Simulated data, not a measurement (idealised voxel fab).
process module | voxel self aligned contacts
cross-section cut | 255 nm wide | cells 5 nm
A cross-section is a grid of square cells, given in bands from the top down. A band is one or more rows of cells.
Each band's line starts with the height of the band's top and of its bottom, in nm. Then come its materials from left to right, each with its width in nm. One material with "throughout" fills the band from edge to edge. "air" is empty space.
Height 0 is the level under which the wafer as received is all one material. The lowest band goes on downwards, as in "0 down".
A width such as "30 to 40" changes by the same amount from each row of cells to the next, from the band's top row to its bottom row.
"no change" after a step means that no cell of the cross-section changed.
closed voids: empty space of 8 cells or more with no open way to the top, each as width x height at its distance from the left edge, in nm
after a step's settings: what the simulator itself notes on the step
overlay nm, on a step with a mask: how far to the right of its planned place the mask lay; to the left if negative
plan
1 op RECEIVE | material Si
2 op CONFORMAL_DEP | material SiO2 | thk nm 5
3 op DIRECTIONAL_DEP | material polySi | thk nm 30
4 op DIRECTIONAL_DEP | material SiN | thk nm 20
5 op MASKED_ETCH | tone cover | mask id GATE | width nm 35 | pitch nm 80 | etch materials SiN | depth nm 20 | overlay nm 0
6 op MASKED_ETCH | tone cover | mask id GATE | width nm 35 | pitch nm 80 | etch materials polySi | depth nm 30 | overlay nm 0
7 op CONFORMAL_DEP | material SiN | thk nm 10
8 op DIRECTIONAL_ETCH | etch materials SiN | depth nm 10
9 op FILL_DEP | material SiO2 | thk nm 15
10 op CMP | height nm 65
11 op PATTERN | tone open | mask id CONTACT | material resist | width nm 65 | thk nm 20 | overlay nm 0
12 op DIRECTIONAL_ETCH | etch materials SiO2 | depth nm 65
13 op STRIP | etch materials resist
14 op CONFORMAL_DEP | material TiN | thk nm 5
15 op FILL_DEP | material Ru | thk nm 5
16 op CMP | height nm 65
17 op CONFORMAL_DEP | material SiCN | thk nm 5
as received, after step 1
  0 down: Si throughout
  closed voids: none
first wafer at the end, as planned
  70 to 65: SiCN throughout
  65 to 55: SiO2 95 | TiN 5 to 25 | Ru 55 to 15 | TiN 5 to 25 | SiO2 95
  55 to 35: SiO2 60 | SiN 55 | TiN 5 | Ru 15 | TiN 5 | SiN 55 | SiO2 60
  35 to 5: SiO2 60 | SiN 10 | polySi 35 | SiN 10 | TiN 5 | Ru 15 | TiN 5 | SiN 10 | polySi 35 | SiN 10 | SiO2 60
  5 to 0: SiO2 115 | TiN 25 | SiO2 115
  0 down: Si throughout
  closed voids: none
second wafer at the end: like start, like plan, one mistake
  70 to 65: SiCN throughout
  65 to 55: SiO2 105 | TiN 5 to 15 | Ru 55 to 15 | TiN 5 to 35 | SiO2 85
  55 to 35: SiO2 60 | SiN 55 | TiN 5 | Ru 15 | TiN 5 | SiN 55 | SiO2 60
  35 to 5: SiO2 60 | SiN 10 | polySi 35 | SiN 10 | TiN 5 | Ru 15 | TiN 5 | SiN 10 | polySi 35 | SiN 10 | SiO2 60
  5 to 0: SiO2 115 | TiN 25 | SiO2 115
  0 down: Si throughout
  closed voids: none
what went wrong: step 11 ran as: op PATTERN | tone open | mask id CONTACT | material resist | width nm 65 | thk nm 20 | overlay nm 10
at the end the second wafer has, in cells: as many of each material as the first, in other places
